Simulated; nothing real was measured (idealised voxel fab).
You're looking at the process module voxel ribs on slabs.
140 nm wide, 5 nm square cells: that's cross-section cut.
Cross-section = grid of square cells, listed top down in bands; band = one or more rows. It is stipulated that each band's entry specify, in nanometres, the height of the top of the band and then that of its bottom, followed by the materials of the band in left-to-right sequence, each together with its width in nanometres. A single material marked by the word "all across" is understood to fill the band from edge to edge; the word "air" is understood to denote empty space. Counting heights begins at 0, where everything beneath is, in the wafer as received, one material. The lowest band has no bottom; it goes on downwards, as "top 0, no bottom" shows. The two numbers in a width such as "30->40" mark its ends across the band: the first belongs to the top row of cells, the second to the bottom row, and from each row to the next the width moves by the same amount. The cross-section has no changed cell in any step marked "no change occurred". Any empty space of 8 cells or more lacking an open way to the top shows up in "Sealed void listing" as width x height at distance, distance from the left edge, in nm. Where a step's line continues beyond its settings, the continuation is a remark by the simulator itself on that step. "overlay nm" denotes, for a step that has a mask, the displacement of the mask to the right of its planned place, with negative values corresponding to the left.
[Process steps (planned)]
1,RECEIVE with material Si
2,DIRECTIONAL_DEP with material SiO2, thk nm 30
3,DIRECTIONAL_DEP with material SiN, thk nm 20
4,MASKED_ETCH with tone cover, mask id RIB, width nm 20, etch materials SiN, depth nm 5, overlay nm 0
5,PATTERN with tone cover, mask id SLAB, material resist, width nm 50, thk nm 15, overlay nm 0
6,DIRECTIONAL_ETCH with etch materials SiN, depth nm 15
7,STRIP with etch materials resist
8,FILL_DEP with material SiO2, thk nm 25
9,CMP with height nm 65
10,DIRECTIONAL_DEP with material W, thk nm 10
11,DIRECTIONAL_DEP with material aC, thk nm 15
12,PATTERN with tone cover, mask id HEATER, material resist, width nm 30, thk nm 35, overlay nm 0
13,DIRECTIONAL_ETCH with etch materials aC, depth nm 15
14,STRIP with etch materials resist
15,DIRECTIONAL_ETCH with etch materials W, depth nm 10
16,STRIP with etch materials aC
17,CONFORMAL_DEP with material SiN, thk nm 5
[The cross-section here shows the wafer as received, i.e. in its state after step 1]
	top 0, no bottom | Si all across
	Sealed void listing: none
[First of two wafers: cross-section at end of module, run per plan]
	top 80, bottom 75 | 50 nm air, 40 nm SiN, 50 nm air
	top 75, bottom 70 | 50 nm air, 5 nm SiN, 30 nm W, 5 nm SiN, 50 nm air
	top 70, bottom 65 | 55 nm SiN, 30 nm W, 55 nm SiN
	top 65, bottom 50 | SiO2 all across
	top 50, bottom 45 | 60 nm SiO2, 20 nm SiN, 60 nm SiO2
	top 45, bottom 30 | 45 nm SiO2, 50 nm SiN, 45 nm SiO2
	top 30, bottom 0 | SiO2 all across
	top 0, no bottom | Si all across
	Sealed void listing: none
[Here is the second of the two wafers cut open at the end of the module - same start, same plan as the first one, but we made one mistake running it]
	top 80, bottom 75 | 55 nm air, 30 nm SiN, 55 nm air
	top 75, bottom 70 | 55 nm air, 5 nm SiN, 20 nm W, 5 nm SiN, 55 nm air
	top 70, bottom 65 | 60 nm SiN, 20 nm W, 60 nm SiN
	top 65, bottom 50 | SiO2 all across
	top 50, bottom 45 | 60 nm SiO2, 20 nm SiN, 60 nm SiO2
	top 45, bottom 30 | 45 nm SiO2, 50 nm SiN, 45 nm SiO2
	top 30, bottom 0 | SiO2 all across
	top 0, no bottom | Si all across
	Sealed void listing: none
Misprocessing identified: step 12 did not happen as planned, as run it was PATTERN with tone cover, mask id HEATER, material resist, width nm 20, thk nm 35, overlay nm 0
End of process, cell counts, second wafer against first, materials with more or fewer: -4 W
